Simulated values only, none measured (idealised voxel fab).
This section sets out a process module, namely voxel tone inversion.
For reference, the cross-section in this document is cut, with width 255 nm and square cells of 5 nm.
Each cross-section below is a grid of square cells, stated as bands in top-down order, with one or more rows of cells making up each band. This entry defines a band. It first specifies the height of the band's top and the height of its bottom in nm, and then specifies the band's materials from left to right, stating each material with its width in nm. The word "edge to edge" identifies a single material that fills the band from edge to edge, while the word "empty" identifies empty space. Ref level 0: as-received wafer is one material below here. Bottom band extends down with no lower bound ("top 0, no bottom"). When a width is written as two numbers, as in "30..40", the first number is the width in the top row of cells of the band and the second is the width in its bottom row, and the width changes by the same amount from each row to the next. Any step labelled "left unchanged" changed none of the cells in the cross-section. "Sealed void inventory" contains a list of empty spaces, each no smaller than 8 cells and without an open way to the top, written in the form width x height at distance with the distance from the left edge and all three in nm. The remark found on a step's line after its settings is issued by the simulator itself and pertains to that step. Regarding "overlay nm": on a step with a mask, it is the distance the mask lay to the right of its planned place; a negative value places it to the left.
Process steps - plan:
1,RECEIVE, material Si
2,CONFORMAL_DEP, material SiN, thk nm 5
3,DIRECTIONAL_DEP, material polySi, thk nm 20
4,PATTERN, tone cover, mask id POSTS, material resist, width nm 20, pitch nm 40, thk nm 30, overlay nm 0
5,DIRECTIONAL_ETCH, etch materials polySi, depth nm 20
6,STRIP, etch materials resist
7,FILL_DEP, material lowk, thk nm 5
8,CMP, height nm 25
9,STRIP, etch materials polySi
10,CONFORMAL_DEP, material TiN, thk nm 5
11,FILL_DEP, material Cu, thk nm 5
12,CMP, height nm 25
13,CONFORMAL_DEP, material SiN, thk nm 5
On the first of the two wafers: run conducted according to plan:
Cross-section, incoming material, after step 1:
- top 0, no bottom  Si edge to edge
- Sealed void inventory: none
Upon completion of step 2, the wafer appears in cross-section as shown:
- top 5, bottom 0  SiN edge to edge
- Nothing below the height 0 has changed.
Upon completion of step 3, the wafer appears in cross-section as shown:
- top 25, bottom 5  polySi edge to edge
- Nothing below the height 5 has changed.
Upon completion of step 4, the wafer appears in cross-section as shown:
- top 55, bottom 25  empty=55  resist=20  empty=20  resist=20  empty=20  resist=20  empty=20  resist=20  empty=60
- Nothing below the height 25 has changed.
Upon completion of step 5, the wafer appears in cross-section as shown:
- top 55, bottom 25  empty=55  resist=20  empty=20  resist=20  empty=20  resist=20  empty=20  resist=20  empty=60
- top 25, bottom 5  empty=55  polySi=20  empty=20  polySi=20  empty=20  polySi=20  empty=20  polySi=20  empty=60
- Nothing below the height 5 has changed.
Upon completion of step 6, the wafer appears in cross-section as shown:
- top 25, bottom 5  empty=55  polySi=20  empty=20  polySi=20  empty=20  polySi=20  empty=20  polySi=20  empty=60
- Nothing below the height 5 has changed.
Upon completion of step 7, the wafer appears in cross-section as shown:
- top 30, bottom 25  lowk edge to edge
- top 25, bottom 5  lowk=55  polySi=20  lowk=20  polySi=20  lowk=20  polySi=20  lowk=20  polySi=20  lowk=60
- Nothing below the height 5 has changed.
Upon completion of step 8, the wafer appears in cross-section as shown:
- top 25, bottom 5  lowk=55  polySi=20  lowk=20  polySi=20  lowk=20  polySi=20  lowk=20  polySi=20  lowk=60
- Nothing below the height 5 has changed.
Upon completion of step 9, the wafer appears in cross-section as shown:
- top 25, bottom 5  lowk=55  empty=20  lowk=20  empty=20  lowk=20  empty=20  lowk=20  empty=20  lowk=60
- Nothing below the height 5 has changed.
Upon completion of step 10, the wafer appears in cross-section as shown:
- top 30, bottom 25  TiN=60  empty=10  TiN=30  empty=10  TiN=30  empty=10  TiN=30  empty=10  TiN=65
- top 25, bottom 10  lowk=55  TiN=5  empty=10  TiN=5  lowk=20  TiN=5  empty=10  TiN=5  lowk=20  TiN=5  empty=10  TiN=5  lowk=20  TiN=5  empty=10  TiN=5  lowk=60
- top 10, bottom 5  lowk=55  TiN=20  lowk=20  TiN=20  lowk=20  TiN=20  lowk=20  TiN=20  lowk=60
- Nothing below the height 5 has changed.
Upon completion of step 11, the wafer appears in cross-section as shown:
- top 35, bottom 30  Cu edge to edge
- top 30, bottom 25  TiN=60  Cu=10  TiN=30  Cu=10  TiN=30  Cu=10  TiN=30  Cu=10  TiN=65
- top 25, bottom 10  lowk=55  TiN=5  Cu=10  TiN=5  lowk=20  TiN=5  Cu=10  TiN=5  lowk=20  TiN=5  Cu=10  TiN=5  lowk=20  TiN=5  Cu=10  TiN=5  lowk=60
- Nothing below the height 10 has changed.
Upon completion of step 12, the wafer appears in cross-section as shown:
- top 25, bottom 10  lowk=55  TiN=5  Cu=10  TiN=5  lowk=20  TiN=5  Cu=10  TiN=5  lowk=20  TiN=5  Cu=10  TiN=5  lowk=20  TiN=5  Cu=10  TiN=5  lowk=60
- Nothing below the height 10 has changed.
Upon completion of step 13, the wafer appears in cross-section as shown:
- top 30, bottom 25  SiN edge to edge
- Nothing below the height 25 has changed.
Now the other wafer: same start, same recipe, but we messed up one thing when running it. Up to and including step 1 it's the same as the first one:
The second wafer in cross-section, at the planned close of step 2:
- top 20, bottom 0  polySi edge to edge
- Nothing below the height 0 has changed.
The second wafer in cross-section, at the planned close of step 3:
- top 25, bottom 20  SiN edge to edge
- Nothing below the height 20 has changed.
The second wafer in cross-section, at the planned close of step 4:
- top 55, bottom 25  empty=55  resist=20  empty=20  resist=20  empty=20  resist=20  empty=20  resist=20  empty=60
- Nothing below the height 25 has changed.
The second wafer in cross-section, at the planned close of step 5: left unchanged
The second wafer in cross-section, at the planned close of step 6:
- top 25, bottom 20  SiN edge to edge
- Nothing below the height 20 has changed.
The second wafer in cross-section, at the planned close of step 7:
- top 30, bottom 25  lowk edge to edge
- Nothing below the height 25 has changed.
The second wafer in cross-section, at the planned close of step 8:
- top 25, bottom 20  SiN edge to edge
- Nothing below the height 20 has changed.
The second wafer in cross-section, at the planned close of step 9: left unchanged
The second wafer in cross-section, at the planned close of step 10:
- top 30, bottom 25  TiN edge to edge
- Nothing below the height 25 has changed.
The second wafer in cross-section, at the planned close of step 11:
- top 35, bottom 30  Cu edge to edge
- Nothing below the height 30 has changed.
The second wafer in cross-section, at the planned close of step 12:
- top 25, bottom 20  SiN edge to edge
- Nothing below the height 20 has changed.
The second wafer in cross-section, at the planned close of step 13:
- top 30, bottom 20  SiN edge to edge
- Nothing below the height 20 has changed.
Finding, execution versus plan: sequence error: steps 2 and 3 interchanged
Final difference in cells, second wafer against first, listed per material as more or fewer: Cu -24 | TiN -40 | lowk -140 | polySi +204
